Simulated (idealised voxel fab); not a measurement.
process module | voxel double patterning
cross-section cut | 285 nm wide | cells 5 nm
A cross-section is a grid of square cells, given in bands from the top down. A band is one or more rows of cells.
Each band's line starts with the height of the band's top and of its bottom, in nm. Then come its materials from left to right, each with its width in nm. One material with "throughout" fills the band from edge to edge. "air" is empty space.
Height 0 is the level under which the wafer as received is all one material. The lowest band goes on downwards, as in "0 down".
A width such as "30 to 40" changes by the same amount from each row of cells to the next, from the band's top row to its bottom row.
"no change" after a step means that no cell of the cross-section changed.
closed voids: empty space of 8 cells or more with no open way to the top, each as width x height at its distance from the left edge, in nm
after a step's settings: what the simulator itself notes on the step
overlay nm, on a step with a mask: how far to the right of its planned place the mask lay; to the left if negative
plan
1 op RECEIVE | material Si
2 op CONFORMAL_DEP | material SiO2 | thk nm 5
3 op DIRECTIONAL_DEP | material polySi | thk nm 20
4 op DIRECTIONAL_DEP | material SiCN | thk nm 5
5 op MASKED_ETCH | tone open | mask id FIRST | width nm 15 | pitch nm 50 | etch materials SiCN | depth nm 5 | overlay nm 0
6 op MASKED_ETCH | tone open | mask id SECOND | width nm 15 | etch materials SiCN | depth nm 5 | overlay nm 0
7 op DIRECTIONAL_ETCH | etch materials polySi | depth nm 20
8 op STRIP | etch materials SiCN
as received, after step 1
  0 down: Si throughout
  closed voids: none
a wafer at the end: this start, this plan, one mistake
  45 to 25: polySi 110 | air 15 | polySi 10 | air 15 | polySi 10 | air 15 | polySi 110
  25 to 5: polySi throughout
  5 to 0: SiO2 throughout
  0 down: Si throughout
  closed voids: none
what went wrong: step 3 was run twice
